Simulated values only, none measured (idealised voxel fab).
process module | voxel air gaps
cross-section cut | 265 nm wide | cells 5 nm
A cross-section is a grid of square cells, given in bands from the top down. A band is one or more rows of cells.
Each band's line starts with the height of the band's top and of its bottom, in nm. Then come its materials from left to right, each with its width in nm. One material with "throughout" fills the band from edge to edge. "air" is empty space.
Height 0 is the level under which the wafer as received is all one material. The lowest band goes on downwards, as in "0 down".
A width such as "30 to 40" changes by the same amount from each row of cells to the next, from the band's top row to its bottom row.
"no change" after a step means that no cell of the cross-section changed.
closed voids: empty space of 8 cells or more with no open way to the top, each as width x height at its distance from the left edge, in nm
after a step's settings: what the simulator itself notes on the step
overlay nm, on a step with a mask: how far to the right of its planned place the mask lay; to the left if negative
plan
1 op RECEIVE | material Si
2 op CONFORMAL_DEP | material SiO2 | thk nm 10
3 op CONFORMAL_DEP | material SiN | thk nm 5
4 op DIRECTIONAL_DEP | material lowk | thk nm 40
5 op PATTERN | tone open | mask id LINES | material resist | width nm 20 | pitch nm 45 | thk nm 15 | overlay nm 0
6 op DIRECTIONAL_ETCH | etch materials lowk | depth nm 40
7 op STRIP | etch materials resist
8 op CONFORMAL_DEP | material TiN | thk nm 5
9 op FILL_DEP | material Cu | thk nm 5
10 op CMP | height nm 55
11 op EPI | material Ru | thk nm 10
12 op SELECTIVE_ETCH | etch materials lowk | depth nm 50
13 op CONFORMAL_DEP | material SiN | thk nm 5
first wafer, as planned
as received, after step 1
  0 down: Si throughout
  closed voids: none
after step 2
  10 to 0: SiO2 throughout
  below 0: unchanged
after step 3
  15 to 10: SiN throughout
  below 10: unchanged
after step 4
  55 to 15: lowk throughout
  below 15: unchanged
after step 5
  70 to 55: resist 55 | air 20 | resist 25 | air 20 | resist 25 | air 20 | resist 25 | air 20 | resist 55
  below 55: unchanged
after step 6
  70 to 55: resist 55 | air 20 | resist 25 | air 20 | resist 25 | air 20 | resist 25 | air 20 | resist 55
  55 to 15: lowk 55 | air 20 | lowk 25 | air 20 | lowk 25 | air 20 | lowk 25 | air 20 | lowk 55
  below 15: unchanged
after step 7
  55 to 15: lowk 55 | air 20 | lowk 25 | air 20 | lowk 25 | air 20 | lowk 25 | air 20 | lowk 55
  below 15: unchanged
after step 8
  60 to 55: TiN 60 | air 10 | TiN 35 | air 10 | TiN 35 | air 10 | TiN 35 | air 10 | TiN 60
  55 to 20: lowk 55 | TiN 5 | air 10 | TiN 5 | lowk 25 | TiN 5 | air 10 | TiN 5 | lowk 25 | TiN 5 | air 10 | TiN 5 | lowk 25 | TiN 5 | air 10 | TiN 5 | lowk 55
  20 to 15: lowk 55 | TiN 20 | lowk 25 | TiN 20 | lowk 25 | TiN 20 | lowk 25 | TiN 20 | lowk 55
  below 15: unchanged
after step 9
  65 to 60: Cu throughout
  60 to 55: TiN 60 | Cu 10 | TiN 35 | Cu 10 | TiN 35 | Cu 10 | TiN 35 | Cu 10 | TiN 60
  55 to 20: lowk 55 | TiN 5 | Cu 10 | TiN 5 | lowk 25 | TiN 5 | Cu 10 | TiN 5 | lowk 25 | TiN 5 | Cu 10 | TiN 5 | lowk 25 | TiN 5 | Cu 10 | TiN 5 | lowk 55
  below 20: unchanged
after step 10
  55 to 20: lowk 55 | TiN 5 | Cu 10 | TiN 5 | lowk 25 | TiN 5 | Cu 10 | TiN 5 | lowk 25 | TiN 5 | Cu 10 | TiN 5 | lowk 25 | TiN 5 | Cu 10 | TiN 5 | lowk 55
  below 20: unchanged
after step 11
  65 to 55: air 45 | Ru 40 | air 5 | Ru 40 | air 5 | Ru 40 | air 5 | Ru 40 | air 45
  below 55: unchanged
after step 12
  65 to 55: air 45 | Ru 40 | air 5 | Ru 40 | air 5 | Ru 40 | air 5 | Ru 40 | air 45
  55 to 20: air 55 | TiN 5 | Cu 10 | TiN 5 | air 25 | TiN 5 | Cu 10 | TiN 5 | air 25 | TiN 5 | Cu 10 | TiN 5 | air 25 | TiN 5 | Cu 10 | TiN 5 | air 55
  20 to 15: air 55 | TiN 20 | air 25 | TiN 20 | air 25 | TiN 20 | air 25 | TiN 20 | air 55
  below 15: unchanged
after step 13
  70 to 65: air 40 | SiN 185 | air 40
  65 to 55: air 40 | SiN 5 | Ru 40 | SiN 5 | Ru 40 | SiN 5 | Ru 40 | SiN 5 | Ru 40 | SiN 5 | air 40
  55 to 50: air 40 | SiN 15 | TiN 5 | Cu 10 | TiN 5 | SiN 25 | TiN 5 | Cu 10 | TiN 5 | SiN 25 | TiN 5 | Cu 10 | TiN 5 | SiN 25 | TiN 5 | Cu 10 | TiN 5 | SiN 15 | air 40
  50 to 20: air 50 | SiN 5 | TiN 5 | Cu 10 | TiN 5 | SiN 5 | air 15 | SiN 5 | TiN 5 | Cu 10 | TiN 5 | SiN 5 | air 15 | SiN 5 | TiN 5 | Cu 10 | TiN 5 | SiN 5 | air 15 | SiN 5 | TiN 5 | Cu 10 | TiN 5 | SiN 5 | air 50
  20 to 15: SiN 55 | TiN 20 | SiN 25 | TiN 20 | SiN 25 | TiN 20 | SiN 25 | TiN 20 | SiN 55
  below 15: unchanged
  closed voids: 15 x 30 at 80; 15 x 30 at 125; 15 x 30 at 170
second wafer: like start, like plan, one mistake. Through step 1 it matches the first wafer
when step 2 should have ended
  5 to 0: SiN throughout
  below 0: unchanged
when step 3 should have ended
  15 to 5: SiO2 throughout
  below 5: unchanged
when step 4 should have ended
  55 to 15: lowk throughout
  below 15: unchanged
when step 5 should have ended
  70 to 55: resist 55 | air 20 | resist 25 | air 20 | resist 25 | air 20 | resist 25 | air 20 | resist 55
  below 55: unchanged
when step 6 should have ended
  70 to 55: resist 55 | air 20 | resist 25 | air 20 | resist 25 | air 20 | resist 25 | air 20 | resist 55
  55 to 15: lowk 55 | air 20 | lowk 25 | air 20 | lowk 25 | air 20 | lowk 25 | air 20 | lowk 55
  below 15: unchanged
when step 7 should have ended
  55 to 15: lowk 55 | air 20 | lowk 25 | air 20 | lowk 25 | air 20 | lowk 25 | air 20 | lowk 55
  below 15: unchanged
when step 8 should have ended
  60 to 55: TiN 60 | air 10 | TiN 35 | air 10 | TiN 35 | air 10 | TiN 35 | air 10 | TiN 60
  55 to 20: lowk 55 | TiN 5 | air 10 | TiN 5 | lowk 25 | TiN 5 | air 10 | TiN 5 | lowk 25 | TiN 5 | air 10 | TiN 5 | lowk 25 | TiN 5 | air 10 | TiN 5 | lowk 55
  20 to 15: lowk 55 | TiN 20 | lowk 25 | TiN 20 | lowk 25 | TiN 20 | lowk 25 | TiN 20 | lowk 55
  below 15: unchanged
when step 9 should have ended
  65 to 60: Cu throughout
  60 to 55: TiN 60 | Cu 10 | TiN 35 | Cu 10 | TiN 35 | Cu 10 | TiN 35 | Cu 10 | TiN 60
  55 to 20: lowk 55 | TiN 5 | Cu 10 | TiN 5 | lowk 25 | TiN 5 | Cu 10 | TiN 5 | lowk 25 | TiN 5 | Cu 10 | TiN 5 | lowk 25 | TiN 5 | Cu 10 | TiN 5 | lowk 55
  below 20: unchanged
when step 10 should have ended
  55 to 20: lowk 55 | TiN 5 | Cu 10 | TiN 5 | lowk 25 | TiN 5 | Cu 10 | TiN 5 | lowk 25 | TiN 5 | Cu 10 | TiN 5 | lowk 25 | TiN 5 | Cu 10 | TiN 5 | lowk 55
  below 20: unchanged
when step 11 should have ended
  65 to 55: air 45 | Ru 40 | air 5 | Ru 40 | air 5 | Ru 40 | air 5 | Ru 40 | air 45
  below 55: unchanged
when step 12 should have ended
  65 to 55: air 45 | Ru 40 | air 5 | Ru 40 | air 5 | Ru 40 | air 5 | Ru 40 | air 45
  55 to 20: air 55 | TiN 5 | Cu 10 | TiN 5 | air 25 | TiN 5 | Cu 10 | TiN 5 | air 25 | TiN 5 | Cu 10 | TiN 5 | air 25 | TiN 5 | Cu 10 | TiN 5 | air 55
  20 to 15: air 55 | TiN 20 | air 25 | TiN 20 | air 25 | TiN 20 | air 25 | TiN 20 | air 55
  below 15: unchanged
when step 13 should have ended
  70 to 65: air 40 | SiN 185 | air 40
  65 to 55: air 40 | SiN 5 | Ru 40 | SiN 5 | Ru 40 | SiN 5 | Ru 40 | SiN 5 | Ru 40 | SiN 5 | air 40
  55 to 50: air 40 | SiN 15 | TiN 5 | Cu 10 | TiN 5 | SiN 25 | TiN 5 | Cu 10 | TiN 5 | SiN 25 | TiN 5 | Cu 10 | TiN 5 | SiN 25 | TiN 5 | Cu 10 | TiN 5 | SiN 15 | air 40
  50 to 20: air 50 | SiN 5 | TiN 5 | Cu 10 | TiN 5 | SiN 5 | air 15 | SiN 5 | TiN 5 | Cu 10 | TiN 5 | SiN 5 | air 15 | SiN 5 | TiN 5 | Cu 10 | TiN 5 | SiN 5 | air 15 | SiN 5 | TiN 5 | Cu 10 | TiN 5 | SiN 5 | air 50
  20 to 15: SiN 55 | TiN 20 | SiN 25 | TiN 20 | SiN 25 | TiN 20 | SiN 25 | TiN 20 | SiN 55
  below 15: unchanged
  closed voids: 15 x 30 at 80; 15 x 30 at 125; 15 x 30 at 170
what went wrong: steps 2 and 3 were swapped
at the end the second wafer has, in cells: as many of each material as the first, in other places
